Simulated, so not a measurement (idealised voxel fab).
Process module under the name voxel self aligned contacts
For reference, the cross-section in this document is cut, with width 230 nm and square cells of 5 nm.
Cross-sections here: square-cell grids, written as top-down lists of bands, a band being one or more rows of cells. Quick guide to a band line: top height, bottom height (nm) up front; then every material left to right with its width in nm. Only one material and it's marked "throughout"? Then it fills the band edge to edge. And "air" just means empty space. Where do heights start? At 0: under that level the wafer as delivered is made of one material only. And the lowest band has no floor; it just carries on downward, as in "from 0 down". The two numbers in a width such as "30 to 40" mark its ends across the band: the first belongs to the top row of cells, the second to the bottom row, and from each row to the next the width moves by the same amount. "nothing got changed" after a step means that no cell of the cross-section changed. What "Voids lacking openings" gives you is every empty space of 8 cells or more that is cut off from the top. Each appears as width x height at distance, with the distance taken from the left edge and width, height and distance all in nm. What comes after the settings on a step's line is commentary from the simulator itself on that step. "overlay nm" answers the question of how far to the right of plan the mask lay on a step that has a mask, and when it is negative the answer is to the left.

-- Planned process steps
step 1: RECEIVE, material Si
step 2: OXIDIZE, depth nm 5
step 3: DIRECTIONAL_DEP, material polySi, thk nm 20
step 4: DIRECTIONAL_DEP, material SiN, thk nm 25
step 5: PATTERN, tone cover, mask id GATE, material resist, width nm 35, pitch nm 70, thk nm 15, overlay nm 0
step 6: DIRECTIONAL_ETCH, etch materials SiN, depth nm 25
step 7: DIRECTIONAL_ETCH, etch materials polySi, depth nm 20
step 8: STRIP, etch materials resist
step 9: CONFORMAL_DEP, material SiN, thk nm 10
step 10: DIRECTIONAL_ETCH, etch materials SiN, depth nm 10
step 11: FILL_DEP, material SiO2, thk nm 10
step 12: CMP, height nm 50
step 13: DIRECTIONAL_DEP, material aC, thk nm 15
step 14: PATTERN, tone open, mask id CONTACT, material resist, width nm 55, pitch nm 70, thk nm 35, overlay nm 0
step 15: DIRECTIONAL_ETCH, etch materials aC, depth nm 15
step 16: STRIP, etch materials resist
step 17: DIRECTIONAL_ETCH, etch materials SiO2, depth nm 55
step 18: STRIP, etch materials aC
step 19: CONFORMAL_DEP, material TiN, thk nm 5
step 20: FILL_DEP, material W, thk nm 5
step 21: CMP, height nm 50
step 22: CONFORMAL_DEP, material SiN, thk nm 5

-- The cross-section here shows the wafer as received, i.e. in its state after step 1
  from 0 down: Si throughout
  Voids lacking openings: none

-- Wafer cross-section at module end: first of two, run to plan
  from 55 to 50: SiN throughout
  from 50 to 45: 50 of SiO2; 25 of TiN; 5 of W; 25 of TiN; 15 of SiO2; 25 of TiN; 5 of W; 25 of TiN; 55 of SiO2
  from 45 to 20: 15 of SiO2; 55 of SiN; 5 of TiN; 5 of W; 5 of TiN; 55 of SiN; 5 of TiN; 5 of W; 5 of TiN; 55 of SiN; 20 of SiO2
  from 20 to 0: 15 of SiO2; 10 of SiN; 35 of polySi; 10 of SiN; 5 of TiN; 5 of W; 5 of TiN; 10 of SiN; 35 of polySi; 10 of SiN; 5 of TiN; 5 of W; 5 of TiN; 10 of SiN; 35 of polySi; 10 of SiN; 20 of SiO2
  from 0 to -5: 70 of SiO2; 15 of TiN; 55 of SiO2; 15 of TiN; 75 of SiO2
  from -5 down: Si throughout
  Voids lacking openings: none

-- Second wafer through the module, sectioned at the end: same beginning and same plan as the first wafer, with one mistake in carrying it out
  from 55 to 50: SiN throughout
  from 50 to 30: 15 of SiO2; 55 of SiN; 5 of TiN; 5 of W; 5 of TiN; 55 of SiN; 5 of TiN; 5 of W; 5 of TiN; 55 of SiN; 20 of SiO2
  from 30 to 15: 15 of SiO2; 10 of SiN; 35 of polySi; 10 of SiN; 5 of TiN; 5 of W; 5 of TiN; 10 of SiN; 35 of polySi; 10 of SiN; 5 of TiN; 5 of W; 5 of TiN; 10 of SiN; 35 of polySi; 10 of SiN; 20 of SiO2
  from 15 to 10: 15 of SiO2; 10 of SiN; 35 of polySi; 10 of SiN; 15 of TiN; 10 of SiN; 35 of polySi; 10 of SiN; 15 of TiN; 10 of SiN; 35 of polySi; 10 of SiN; 20 of SiO2
  from 10 to 0: polySi throughout
  from 0 to -5: SiO2 throughout
  from -5 down: Si throughout
  Voids lacking openings: none
In executing the process, a mistake was made relative to the plan: step 3 changed vs plan, executed as DIRECTIONAL_DEP, material polySi, thk nm 30
Final tally in cells, some materials are higher or lower on the second wafer than on the first: SiN: 33 fewer, SiO2: 25 fewer, TiN: 28 fewer, W: 6 fewer, polySi: 92 more
